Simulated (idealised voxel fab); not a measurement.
process module | voxel double patterning
cross-section cut | 280 nm wide | cells 5 nm
A cross-section is a grid of square cells, given in bands from the top down. A band is one or more rows of cells.
Each band's line starts with the height of the band's top and of its bottom, in nm. Then come its materials from left to right, each with its width in nm. One material with "throughout" fills the band from edge to edge. "air" is empty space.
Height 0 is the level under which the wafer as received is all one material. The lowest band goes on downwards, as in "0 down".
A width such as "30 to 40" changes by the same amount from each row of cells to the next, from the band's top row to its bottom row.
"no change" after a step means that no cell of the cross-section changed.
closed voids: empty space of 8 cells or more with no open way to the top, each as width x height at its distance from the left edge, in nm
after a step's settings: what the simulator itself notes on the step
overlay nm, on a step with a mask: how far to the right of its planned place the mask lay; to the left if negative
plan
1 op RECEIVE | material Si
2 op CONFORMAL_DEP | material SiN | thk nm 10
3 op DIRECTIONAL_DEP | material SiO2 | thk nm 20
4 op DIRECTIONAL_DEP | material SiCN | thk nm 10
5 op MASKED_ETCH | tone open | mask id FIRST | width nm 15 | pitch nm 50 | etch materials SiCN | depth nm 10 | overlay nm 0
6 op MASKED_ETCH | tone open | mask id SECOND | width nm 15 | pitch nm 50 | etch materials SiCN | depth nm 10 | overlay nm 0
7 op DIRECTIONAL_ETCH | etch materials SiO2 | depth nm 20
8 op STRIP | etch materials SiCN
as received, after step 1
  0 down: Si throughout
  closed voids: none
a wafer at the end: this start, this plan, one mistake
  50 to 30: SiO2 80 | air 15 | SiO2 10 | air 15 | SiO2 10 | air 15 | SiO2 10 | air 15 | SiO2 10 | air 15 | SiO2 85
  30 to 10: SiO2 throughout
  10 to 0: SiN throughout
  0 down: Si throughout
  closed voids: none
what went wrong: step 3 was run twice
